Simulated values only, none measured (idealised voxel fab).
A process module follows: voxel ribs on slabs.
The cross-section shown here is cut; it is 290 nm wide and divided into square cells measuring 5 nm on a side.
If you're reading a cross-section in this doc, picture square cells in a grid; it comes to you as bands, top ones listed first down to the bottom, and a band can be one or more rows of cells.
It is stipulated that each band's entry specify, in nanometres, the height of the top of the band and then that of its bottom, followed by the materials of the band in left-to-right sequence, each together with its width in nanometres. A single material marked by the word "everywhere" is understood to fill the band from edge to edge; the word "air" is understood to denote empty space.
Basically, 0 is our baseline, since under it the wafer straight out of the box is all one material. The bottom band has no lower end and keeps on going down, so it looks like "0 -> down".
A two-number width, for instance "30..40", indicates that the width is equal to the first number in the top row of the band and to the second number in the bottom row, and that it changes by a constant amount per row of cells.
Step marked "everything unchanged"? Then no cell in the cross-section changed in it.
"Enclosed void inventory": sealed empty spaces, 8 cells or more, no open way to top, listed width x height at distance, with distance from the left edge and width, height and distance in nm.
What comes after the settings on a step's line is commentary from the simulator itself on that step.
"overlay nm" denotes, for a step that has a mask, the displacement of the mask to the right of its planned place, with negative values corresponding to the left.
[Process steps (planned)]
1 RECEIVE,material Si
2 DIRECTIONAL_DEP,material SiO2,thk nm 25
3 DIRECTIONAL_DEP,material polySi,thk nm 20
4 PATTERN,tone cover,mask id RIB,material resist,width nm 20,thk nm 15,overlay nm 0
5 DIRECTIONAL_ETCH,etch materials polySi,depth nm 15
6 STRIP,etch materials resist
7 PATTERN,tone cover,mask id SLAB,material resist,width nm 80,thk nm 15,overlay nm 0
8 DIRECTIONAL_ETCH,etch materials polySi,depth nm 5
9 STRIP,etch materials resist
10 FILL_DEP,material SiO2,thk nm 15
11 CMP,height nm 55
12 DIRECTIONAL_DEP,material W,thk nm 10
13 MASKED_ETCH,tone cover,mask id HEATER,width nm 30,etch materials W,depth nm 10,overlay nm 0
14 CONFORMAL_DEP,material SiN,thk nm 5
[as received, after step 1]
  0 -> down  Si everywhere
  Enclosed void inventory: none
[a wafer at the end: this start, this plan, one mistake]
  70 -> 65  135 SiN; 20 air; 135 SiN
  65 -> 60  130 W; 5 SiN; 20 air; 5 SiN; 130 W
  60 -> 55  130 W; 30 SiN; 130 W
  55 -> 45  SiO2 everywhere
  45 -> 30  135 SiO2; 20 polySi; 135 SiO2
  30 -> 25  105 SiO2; 80 polySi; 105 SiO2
  25 -> 0  SiO2 everywhere
  0 -> down  Si everywhere
  Enclosed void inventory: none
Where did the run depart from the plan? step 13 was processed under conditions differing from the plan, specifically as MASKED_ETCH,tone open,mask id HEATER,width nm 30,etch materials W,depth nm 10,overlay nm 0
